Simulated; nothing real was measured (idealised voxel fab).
Name of the process module below: voxel tone inversion
Section cut is 245 nm wide and gridded with 5 nm square cells.
In what follows, cross-sections appear as grids of square cells, described through bands that run from the top down, where every band is one or more rows of cells.
Top, bottom (nm), then materials left to right with widths (nm); lone material tagged "all across" fills the whole band edge to edge; "empty" = empty space.
Heads up on the height convention: 0 is the point under which the incoming wafer is all one material, and the lowest band has no bottom, it just keeps going down, like "0..down".
Width spec "30->40" -> top row of cells at first value, bottom row at second value, equal per-row change in between.
"same as before" for a step: no cell of the cross-section changed in that step.
"Closed void entries" lists enclosed empty spaces (at least 8 cells, no open path upward to the top), each as width x height at distance from the left edge, in nm.
Post-settings text on a step line: simulator's own remark regarding the step.
overlay nm: mask offset rightward from planned place, masked step; negative means leftward offset.
Structure of the following material. The material consists of pairs of cross-sections. Each pair comprises the cross-section before one process step and the cross-section after that step, the latter shown only down to the lowest band that changed. The step between the cross-sections is specified beneath each pair, including its settings. Pairs are not necessarily consecutive: they may derive from different runs of this module performed on the same starting wafer. Continuity with the pair above is to be assumed only where the entry headed "Incoming profile" of the pair in question states it.
Incoming profile:
0..down  Si all across
Closed void entries: none
Post-Step Snapshot:
5..0  SiCN all across
Everything under 0 stays put, no change at all.
Closed void entries: none
As a process note, the step between the before and after cross-sections shown above is CONFORMAL_DEP (material SiCN; thk nm 5)
Incoming profile: the state before this step is the cross-section shown after the step in the pair just above.
Post-Step Snapshot:
20..5  polySi all across
Everything under 5 stays put, no change at all.
Closed void entries: none
As a process note, the step between the before and after cross-sections shown above is DIRECTIONAL_DEP (material polySi; thk nm 15)
Incoming profile: the state before this step is the cross-section shown after the step in the pair just above.
Post-Step Snapshot:
40..20  empty: 45 / resist: 20 / empty: 25 / resist: 20 / empty: 25 / resist: 20 / empty: 25 / resist: 20 / empty: 45
Everything under 20 stays put, no change at all.
Closed void entries: none
As a process note, the step between the before and after cross-sections shown above is PATTERN (tone cover; mask id POSTS; material resist; width nm 20; pitch nm 45; thk nm 20; overlay nm 0)
Incoming profile: the state before this step is the cross-section shown after the step in the pair just above.
Post-Step Snapshot:
40..20  empty: 45 / resist: 20 / empty: 25 / resist: 20 / empty: 25 / resist: 20 / empty: 25 / resist: 20 / empty: 45
20..5  empty: 45 / polySi: 20 / empty: 25 / polySi: 20 / empty: 25 / polySi: 20 / empty: 25 / polySi: 20 / empty: 45
Everything under 5 stays put, no change at all.
Closed void entries: none
As a process note, the step between the before and after cross-sections shown above is DIRECTIONAL_ETCH (etch materials polySi; depth nm 15)
Incoming profile: the state before this step is the cross-section shown after the step in the pair just above.
Post-Step Snapshot:
20..5  empty: 45 / polySi: 20 / empty: 25 / polySi: 20 / empty: 25 / polySi: 20 / empty: 25 / polySi: 20 / empty: 45
Everything under 5 stays put, no change at all.
Closed void entries: none
As a process note, the step between the before and after cross-sections shown above is STRIP (etch materials resist)
Incoming profile: the state before this step is the cross-section shown after the step in the pair just above.
Post-Step Snapshot:
25..20  lowk all across
20..5  lowk: 45 / polySi: 20 / lowk: 25 / polySi: 20 / lowk: 25 / polySi: 20 / lowk: 25 / polySi: 20 / lowk: 45
Everything under 5 stays put, no change at all.
Closed void entries: none
As a process note, the step between the before and after cross-sections shown above is FILL_DEP (material lowk; thk nm 5)
Incoming profile: the state before this step is the cross-section shown after the step in the pair just above.
Post-Step Snapshot:
20..5  lowk: 45 / polySi: 20 / lowk: 25 / polySi: 20 / lowk: 25 / polySi: 20 / lowk: 25 / polySi: 20 / lowk: 45
Everything under 5 stays put, no change at all.
Closed void entries: none
As a process note, the step between the before and after cross-sections shown above is CMP (height nm 20)
Incoming profile: the state before this step is the cross-section shown after the step in the pair just above.
Post-Step Snapshot:
20..5  lowk: 45 / empty: 20 / lowk: 25 / empty: 20 / lowk: 25 / empty: 20 / lowk: 25 / empty: 20 / lowk: 45
Everything under 5 stays put, no change at all.
Closed void entries: none
As a process note, the step between the before and after cross-sections shown above is STRIP (etch materials polySi)
Incoming profile:
0..down  Si all across
Closed void entries: none
Post-Step Snapshot:
15..0  polySi all across
Everything under 0 stays put, no change at all.
Closed void entries: none
As a process note, the step between the before and after cross-sections shown above is DIRECTIONAL_DEP (material polySi; thk nm 15)
Incoming profile: the state before this step is the cross-section shown after the step in the pair just above.
Post-Step Snapshot:
35..15  empty: 45 / resist: 20 / empty: 25 / resist: 20 / empty: 25 / resist: 20 / empty: 25 / resist: 20 / empty: 45
Everything under 15 stays put, no change at all.
Closed void entries: none
As a process note, the step between the before and after cross-sections shown above is PATTERN (tone cover; mask id POSTS; material resist; width nm 20; pitch nm 45; thk nm 20; overlay nm 0)
Incoming profile: the state before this step is the cross-section shown after the step in the pair just above.
Post-Step Snapshot:
35..15  empty: 45 / resist: 20 / empty: 25 / resist: 20 / empty: 25 / resist: 20 / empty: 25 / resist: 20 / empty: 45
15..0  empty: 45 / polySi: 20 / empty: 25 / polySi: 20 / empty: 25 / polySi: 20 / empty: 25 / polySi: 20 / empty: 45
Everything under 0 stays put, no change at all.
Closed void entries: none
As a process note, the step between the before and after cross-sections shown above is DIRECTIONAL_ETCH (etch materials polySi; depth nm 15)
Incoming profile: the state before this step is the cross-section shown after the step in the pair just above.
Post-Step Snapshot:
15..0  empty: 45 / polySi: 20 / empty: 25 / polySi: 20 / empty: 25 / polySi: 20 / empty: 25 / polySi: 20 / empty: 45
Everything under 0 stays put, no change at all.
Closed void entries: none
As a process note, the step between the before and after cross-sections shown above is STRIP (etch materials resist)
Incoming profile: the state before this step is the cross-section shown after the step in the pair just above.
Post-Step Snapshot:
20..15  lowk all across
15..0  lowk: 45 / polySi: 20 / lowk: 25 / polySi: 20 / lowk: 25 / polySi: 20 / lowk: 25 / polySi: 20 / lowk: 45
Everything under 0 stays put, no change at all.
Closed void entries: none
As a process note, the step between the before and after cross-sections shown above is FILL_DEP (material lowk; thk nm 5)
Incoming profile:
15..0  polySi all across
0..down  Si all across
Closed void entries: none
Post-Step Snapshot:
20..15  SiCN all across
Everything under 15 stays put, no change at all.
Closed void entries: none
As a process note, the step between the before and after cross-sections shown above is CONFORMAL_DEP (material SiCN; thk nm 5)
Incoming profile: the state before this step is the cross-section shown after the step in the pair just above.
Post-Step Snapshot:
40..20  empty: 45 / resist: 20 / empty: 25 / resist: 20 / empty: 25 / resist: 20 / empty: 25 / resist: 20 / empty: 45
Everything under 20 stays put, no change at all.
Closed void entries: none
As a process note, the step between the before and after cross-sections shown above is PATTERN (tone cover; mask id POSTS; material resist; width nm 20; pitch nm 45; thk nm 20; overlay nm 0)
Incoming profile: the state before this step is the cross-section shown after the step in the pair just above.
Post-Step Snapshot:
20..15  SiCN all across
Everything under 15 stays put, no change at all.
Closed void entries: none
As a process note, the step between the before and after cross-sections shown above is STRIP (etch materials resist)
Incoming profile: the state before this step is the cross-section shown after the step in the pair just above.
Post-Step Snapshot:
25..20  lowk all across
Everything under 20 stays put, no change at all.
Closed void entries: none
As a process note, the step between the before and after cross-sections shown above is FILL_DEP (material lowk; thk nm 5)
Incoming profile: the state before this step is the cross-section shown after the step in the pair just above.
Post-Step Snapshot:
20..15  SiCN all across
Everything under 15 stays put, no change at all.
Closed void entries: none
As a process note, the step between the before and after cross-sections shown above is CMP (height nm 20)
Incoming profile:
0..down  Si all across
Closed void entries: none
Post-Step Snapshot:
15..0  SiCN all across
Everything under 0 stays put, no change at all.
Closed void entries: none
As a process note, the step between the before and after cross-sections shown above is CONFORMAL_DEP (material SiCN; thk nm 15)
Incoming profile: the state before this step is the cross-section shown after the step in the pair just above.
Post-Step Snapshot:
30..15  polySi all across
Everything under 15 stays put, no change at all.
Closed void entries: none
As a process note, the step between the before and after cross-sections shown above is DIRECTIONAL_DEP (material polySi; thk nm 15)
Incoming profile: the state before this step is the cross-section shown after the step in the pair just above.
Post-Step Snapshot:
50..30  empty: 45 / resist: 20 / empty: 25 / resist: 20 / empty: 25 / resist: 20 / empty: 25 / resist: 20 / empty: 45
Everything under 30 stays put, no change at all.
Closed void entries: none
As a process note, the step between the before and after cross-sections shown above is PATTERN (tone cover; mask id POSTS; material resist; width nm 20; pitch nm 45; thk nm 20; overlay nm 0)
Incoming profile: the state before this step is the cross-section shown after the step in the pair just above.
Post-Step Snapshot:
50..30  empty: 45 / resist: 20 / empty: 25 / resist: 20 / empty: 25 / resist: 20 / empty: 25 / resist: 20 / empty: 45
30..15  empty: 45 / polySi: 20 / empty: 25 / polySi: 20 / empty: 25 / polySi: 20 / empty: 25 / polySi: 20 / empty: 45
Everything under 15 stays put, no change at all.
Closed void entries: none
As a process note, the step between the before and after cross-sections shown above is DIRECTIONAL_ETCH (etch materials polySi; depth nm 15)
Incoming profile: the state before this step is the cross-section shown after the step in the pair just above.
Post-Step Snapshot:
30..15  empty: 45 / polySi: 20 / empty: 25 / polySi: 20 / empty: 25 / polySi: 20 / empty: 25 / polySi: 20 / empty: 45
Everything under 15 stays put, no change at all.
Closed void entries: none
As a process note, the step between the before and after cross-sections shown above is STRIP (etch materials resist)
Incoming profile: the state before this step is the cross-section shown after the step in the pair just above.
Post-Step Snapshot:
35..30  lowk all across
30..15  lowk: 45 / polySi: 20 / lowk: 25 / polySi: 20 / lowk: 25 / polySi: 20 / lowk: 25 / polySi: 20 / lowk: 45
Everything under 15 stays put, no change at all.
Closed void entries: none
As a process note, the step between the before and after cross-sections shown above is FILL_DEP (material lowk; thk nm 5)
Incoming profile: the state before this step is the cross-section shown after the step in the pair just above.
Post-Step Snapshot:
20..15  lowk: 45 / polySi: 20 / lowk: 25 / polySi: 20 / lowk: 25 / polySi: 20 / lowk: 25 / polySi: 20 / lowk: 45
Everything under 15 stays put, no change at all.
Closed void entries: none
As a process note, the step between the before and after cross-sections shown above is CMP (height nm 20)
Incoming profile: the state before this step is the cross-section shown after the step in the pair just above.
Post-Step Snapshot:
20..15  lowk: 45 / empty: 20 / lowk: 25 / empty: 20 / lowk: 25 / empty: 20 / lowk: 25 / empty: 20 / lowk: 45
Everything under 15 stays put, no change at all.
Closed void entries: none
As a process note, the step between the before and after cross-sections shown above is STRIP (etch materials polySi)
Incoming profile:
20..5  polySi all across
5..0  SiCN all across
0..down  Si all across
Closed void entries: none
Post-Step Snapshot:
40..20  empty: 45 / resist: 25 / empty: 20 / resist: 25 / empty: 20 / resist: 25 / empty: 20 / resist: 25 / empty: 40
Everything under 20 stays put, no change at all.
Closed void entries: none
As a process note, the step between the before and after cross-sections shown above is PATTERN (tone cover; mask id POSTS; material resist; width nm 25; pitch nm 45; thk nm 20; overlay nm 0)
Incoming profile: the state before this step is the cross-section shown after the step in the pair just above.
Post-Step Snapshot:
40..20  empty: 45 / resist: 25 / empty: 20 / resist: 25 / empty: 20 / resist: 25 / empty: 20 / resist: 25 / empty: 40
20..5  empty: 45 / polySi: 25 / empty: 20 / polySi: 25 / empty: 20 / polySi: 25 / empty: 20 / polySi: 25 / empty: 40
Everything under 5 stays put, no change at all.
Closed void entries: none
As a process note, the step between the before and after cross-sections shown above is DIRECTIONAL_ETCH (etch materials polySi; depth nm 15)
Incoming profile: the state before this step is the cross-section shown after the step in the pair just above.
Post-Step Snapshot:
20..5  empty: 45 / polySi: 25 / empty: 20 / polySi: 25 / empty: 20 / polySi: 25 / empty: 20 / polySi: 25 / empty: 40
Everything under 5 stays put, no change at all.
Closed void entries: none
As a process note, the step between the before and after cross-sections shown above is STRIP (etch materials resist)
Incoming profile: the state before this step is the cross-section shown after the step in the pair just above.
Post-Step Snapshot:
25..20  lowk all across
20..5  lowk: 45 / polySi: 25 / lowk: 20 / polySi: 25 / lowk: 20 / polySi: 25 / lowk: 20 / polySi: 25 / lowk: 40
Everything under 5 stays put, no change at all.
Closed void entries: none
As a process note, the step between the before and after cross-sections shown above is FILL_DEP (material lowk; thk nm 5)
Incoming profile: the state before this step is the cross-section shown after the step in the pair just above.
Post-Step Snapshot:
20..5  lowk: 45 / polySi: 25 / lowk: 20 / polySi: 25 / lowk: 20 / polySi: 25 / lowk: 20 / polySi: 25 / lowk: 40
Everything under 5 stays put, no change at all.
Closed void entries: none
As a process note, the step between the before and after cross-sections shown above is CMP (height nm 20)
Incoming profile: the state before this step is the cross-section shown after the step in the pair just above.
Post-Step Snapshot:
20..5  lowk: 45 / empty: 25 / lowk: 20 / empty: 25 / lowk: 20 / empty: 25 / lowk: 20 / empty: 25 / lowk: 40
Everything under 5 stays put, no change at all.
Closed void entries: none
As a process note, the step between the before and after cross-sections shown above is STRIP (etch materials polySi)
Incoming profile:
20..5  polySi all across
5..0  SiCN all across
0..down  Si all across
Closed void entries: none
Post-Step Snapshot:
40..20  empty: 35 / resist: 20 / empty: 25 / resist: 20 / empty: 25 / resist: 20 / empty: 25 / resist: 20 / empty: 55
Everything under 20 stays put, no change at all.
Closed void entries: none
As a process note, the step between the before and after cross-sections shown above is PATTERN (tone cover; mask id POSTS; material resist; width nm 20; pitch nm 45; thk nm 20; overlay nm -10)
Incoming profile: the state before this step is the cross-section shown after the step in the pair just above.
Post-Step Snapshot:
40..20  empty: 35 / resist: 20 / empty: 25 / resist: 20 / empty: 25 / resist: 20 / empty: 25 / resist: 20 / empty: 55
20..5  empty: 35 / polySi: 20 / empty: 25 / polySi: 20 / empty: 25 / polySi: 20 / empty: 25 / polySi: 20 / empty: 55
Everything under 5 stays put, no change at all.
Closed void entries: none
As a process note, the step between the before and after cross-sections shown above is DIRECTIONAL_ETCH (etch materials polySi; depth nm 15)
Incoming profile: the state before this step is the cross-section shown after the step in the pair just above.
Post-Step Snapshot:
20..5  empty: 35 / polySi: 20 / empty: 25 / polySi: 20 / empty: 25 / polySi: 20 / empty: 25 / polySi: 20 / empty: 55
Everything under 5 stays put, no change at all.
Closed void entries: none
As a process note, the step between the before and after cross-sections shown above is STRIP (etch materials resist)
Incoming profile: the state before this step is the cross-section shown after the step in the pair just above.
Post-Step Snapshot:
25..20  lowk all across
20..5  lowk: 35 / polySi: 20 / lowk: 25 / polySi: 20 / lowk: 25 / polySi: 20 / lowk: 25 / polySi: 20 / lowk: 55
Everything under 5 stays put, no change at all.
Closed void entries: none
As a process note, the step between the before and after cross-sections shown above is FILL_DEP (material lowk; thk nm 5)
Incoming profile: the state before this step is the cross-section shown after the step in the pair just above.
Post-Step Snapshot:
20..5  lowk: 35 / polySi: 20 / lowk: 25 / polySi: 20 / lowk: 25 / polySi: 20 / lowk: 25 / polySi: 20 / lowk: 55
Everything under 5 stays put, no change at all.
Closed void entries: none
As a process note, the step between the before and after cross-sections shown above is CMP (height nm 20)
Incoming profile: the state before this step is the cross-section shown after the step in the pair just above.
Post-Step Snapshot:
20..5  lowk: 35 / empty: 20 / lowk: 25 / empty: 20 / lowk: 25 / empty: 20 / lowk: 25 / empty: 20 / lowk: 55
Everything under 5 stays put, no change at all.
Closed void entries: none
As a process note, the step between the before and after cross-sections shown above is STRIP (etch materials polySi)
Incoming profile:
20..5  lowk: 45 / polySi: 20 / lowk: 25 / polySi: 20 / lowk: 25 / polySi: 20 / lowk: 25 / polySi: 20 / lowk: 45
5..0  SiCN all across
0..down  Si all across
Closed void entries: none
Post-Step Snapshot:
20..5  empty: 45 / polySi: 20 / empty: 25 / polySi: 20 / empty: 25 / polySi: 20 / empty: 25 / polySi: 20 / empty: 45
Everything under 5 stays put, no change at all.
Closed void entries: none
As a process note, the step between the before and after cross-sections shown above is STRIP (etch materials lowk)
Incoming profile:
20..5  polySi all across
5..0  SiCN all across
0..down  Si all across
Closed void entries: none
Post-Step Snapshot:
40..20  resist: 45 / empty: 20 / resist: 25 / empty: 20 / resist: 25 / empty: 20 / resist: 25 / empty: 20 / resist: 45
Everything under 20 stays put, no change at all.
Closed void entries: none
As a process note, the step between the before and after cross-sections shown above is PATTERN (tone open; mask id POSTS; material resist; width nm 20; pitch nm 45; thk nm 20; overlay nm 0)
Incoming profile: the state before this step is the cross-section shown after the step in the pair just above.
Post-Step Snapshot:
40..20  resist: 45 / empty: 20 / resist: 25 / empty: 20 / resist: 25 / empty: 20 / resist: 25 / empty: 20 / resist: 45
20..5  polySi: 45 / empty: 20 / polySi: 25 / empty: 20 / polySi: 25 / empty: 20 / polySi: 25 / empty: 20 / polySi: 45
Everything under 5 stays put, no change at all.
Closed void entries: none
As a process note, the step between the before and after cross-sections shown above is DIRECTIONAL_ETCH (etch materials polySi; depth nm 15)
Incoming profile: the state before this step is the cross-section shown after the step in the pair just above.
Post-Step Snapshot:
20..5  polySi: 45 / empty: 20 / polySi: 25 / empty: 20 / polySi: 25 / empty: 20 / polySi: 25 / empty: 20 / polySi: 45
Everything under 5 stays put, no change at all.
Closed void entries: none
As a process note, the step between the before and after cross-sections shown above is STRIP (etch materials resist)
Incoming profile: the state before this step is the cross-section shown after the step in the pair just above.
Post-Step Snapshot:
25..20  lowk all across
20..5  polySi: 45 / lowk: 20 / polySi: 25 / lowk: 20 / polySi: 25 / lowk: 20 / polySi: 25 / lowk: 20 / polySi: 45
Everything under 5 stays put, no change at all.
Closed void entries: none
As a process note, the step between the before and after cross-sections shown above is FILL_DEP (material lowk; thk nm 5)
Incoming profile: the state before this step is the cross-section shown after the step in the pair just above.
Post-Step Snapshot:
20..5  polySi: 45 / lowk: 20 / polySi: 25 / lowk: 20 / polySi: 25 / lowk: 20 / polySi: 25 / lowk: 20 / polySi: 45
Everything under 5 stays put, no change at all.
Closed void entries: none
As a process note, the step between the before and after cross-sections shown above is CMP (height nm 20)
Incoming profile: the state before this step is the cross-section shown after the step in the pair just above.
Post-Step Snapshot:
20..5  empty: 45 / lowk: 20 / empty: 25 / lowk: 20 / empty: 25 / lowk: 20 / empty: 25 / lowk: 20 / empty: 45
Everything under 5 stays put, no change at all.
Closed void entries: none
As a process note, the step between the before and after cross-sections shown above is STRIP (etch materials polySi)
